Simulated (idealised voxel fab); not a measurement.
process module | voxel local oxidation
cross-section cut | 265 nm wide | cells 5 nm
A cross-section is a grid of square cells, given in bands from the top down. A band is one or more rows of cells.
Each band's line starts with the height of the band's top and of its bottom, in nm. Then come its materials from left to right, each with its width in nm. One material with "throughout" fills the band from edge to edge. "air" is empty space.
Height 0 is the level under which the wafer as received is all one material. The lowest band goes on downwards, as in "0 down".
A width such as "30 to 40" changes by the same amount from each row of cells to the next, from the band's top row to its bottom row.
"no change" after a step means that no cell of the cross-section changed.
closed voids: empty space of 8 cells or more with no open way to the top, each as width x height at its distance from the left edge, in nm
after a step's settings: what the simulator itself notes on the step
overlay nm, on a step with a mask: how far to the right of its planned place the mask lay; to the left if negative
plan
1 op RECEIVE | material Si
2 op CONFORMAL_DEP | material SiO2 | thk nm 5
3 op CONFORMAL_DEP | material SiN | thk nm 15
4 op DIRECTIONAL_DEP | material aC | thk nm 15
5 op PATTERN | tone cover | mask id ACTIVE | material resist | width nm 105 | thk nm 35 | overlay nm 0
6 op DIRECTIONAL_ETCH | etch materials aC | depth nm 15
7 op STRIP | etch materials resist
8 op DIRECTIONAL_ETCH | etch materials SiN | depth nm 15
9 op STRIP | etch materials aC
10 op SELECTIVE_ETCH | etch materials SiO2 | depth nm 5
11 op OXIDIZE | depth nm 10
12 op STRIP | etch materials SiN
varied across the wafers: width nm of step 5. The plan shows the first wafer's value. All wafers start alike
first wafer as received, after step 1
  0 down: Si throughout
  closed voids: none
each wafer at the end: cells of each material gained (+) or lost (-) since it was received, then its closed voids
width nm 105 | -76 Si | +95 SiO2 | closed voids: none
width nm 110 | -74 Si | +94 SiO2 | closed voids: none
width nm 115 | -72 Si | +93 SiO2 | closed voids: none
width nm 120 | -70 Si | +92 SiO2 | closed voids: none
width nm 125 | -68 Si | +91 SiO2 | closed voids: none
width nm 130 | -66 Si | +90 SiO2 | closed voids: none
